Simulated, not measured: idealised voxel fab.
Process module name: voxel self aligned contacts
Displayed cross-section: cut, width of 205 nm, square cells sized 5 nm.
In this document a cross-section is written as a grid of square cells. It is given as a series of bands, listed from the top down, and a band is one or more rows of cells.
Heads up on the band format: heights come first, top then bottom, in nm. After that it's the materials left to right, each with its width in nm. A single material flagged "everywhere" fills the whole band edge to edge, and "air" means there's empty space there.
The level at which height equals 0 is the one under which the wafer, as it arrives, is entirely one material. No lower edge exists for the bottom band, which continues downward and is notated as in "0 and below".
Think of "30..40" as a width that walks from the first number to the second as you go down the band, top row to bottom row, taking equal-sized steps from row to row.
Step marked "no change occurred"? Then no cell in the cross-section changed in it.
You'll see "Enclosed void list" listing empty spaces that have no way open to the top, as long as they're 8 cells or more; the notation is width x height at distance, where the distance is from the left edge, and all of it is in nm.
Note: text after step settings on the step line = simulator remark on that step.
What "overlay nm" on a step's line means: if the step has a mask, that mask lay this far to the right of its planned place, or, when the value is negative, to the left.
Steps planned for the process
1) RECEIVE with material Si
2) OXIDIZE with depth nm 5
3) DIRECTIONAL_DEP with material polySi, thk nm 30
4) DIRECTIONAL_DEP with material SiN, thk nm 20
5) MASKED_ETCH with tone cover, mask id GATE, width nm 25, pitch nm 50, etch materials SiN, depth nm 20, overlay nm 0
6) MASKED_ETCH with tone cover, mask id GATE, width nm 25, pitch nm 50, etch materials polySi, depth nm 30, overlay nm 0
7) CONFORMAL_DEP with material SiN, thk nm 5
8) DIRECTIONAL_ETCH with etch materials SiN, depth nm 5
9) FILL_DEP with material SiO2, thk nm 10
10) CMP with height nm 55
11) DIRECTIONAL_DEP with material aC, thk nm 10
12) PATTERN with tone open, mask id CONTACT, material resist, width nm 35, thk nm 25, overlay nm 0
13) DIRECTIONAL_ETCH with etch materials aC, depth nm 10
14) STRIP with etch materials resist
15) DIRECTIONAL_ETCH with etch materials SiO2, depth nm 60
16) STRIP with etch materials aC
17) CONFORMAL_DEP with material TiN, thk nm 5
18) FILL_DEP with material W, thk nm 10
19) CMP with height nm 55
20) CONFORMAL_DEP with material SiCN, thk nm 5
Delivered wafer in cross-section: state after step 1
  0 and below = Si everywhere
  Enclosed void list: none
The following cross-section depicts the wafer upon conclusion of the module. Processing commenced from the starting condition illustrated above and adhered to the plan illustrated above, save for one mistake in execution
  60 down to 55 = SiCN everywhere
  55 down to 50 = SiO2 85 nm; TiN 15 nm; W 5 nm; TiN 15 nm; SiO2 85 nm
  50 down to 30 = SiO2 60 nm; SiN 35 nm; TiN 5 nm; W 5 nm; TiN 5 nm; SiN 35 nm; SiO2 60 nm
  30 down to 5 = SiO2 60 nm; SiN 5 nm; polySi 25 nm; SiN 5 nm; TiN 5 nm; W 5 nm; TiN 5 nm; SiN 5 nm; polySi 25 nm; SiN 5 nm; SiO2 60 nm
  5 down to 0 = SiO2 60 nm; SiN 5 nm; polySi 25 nm; SiN 5 nm; TiN 15 nm; SiN 5 nm; polySi 25 nm; SiN 5 nm; SiO2 60 nm
  0 and below = Si everywhere
  Enclosed void list: none
what went wrong: skipped: plan step 2 (never run)
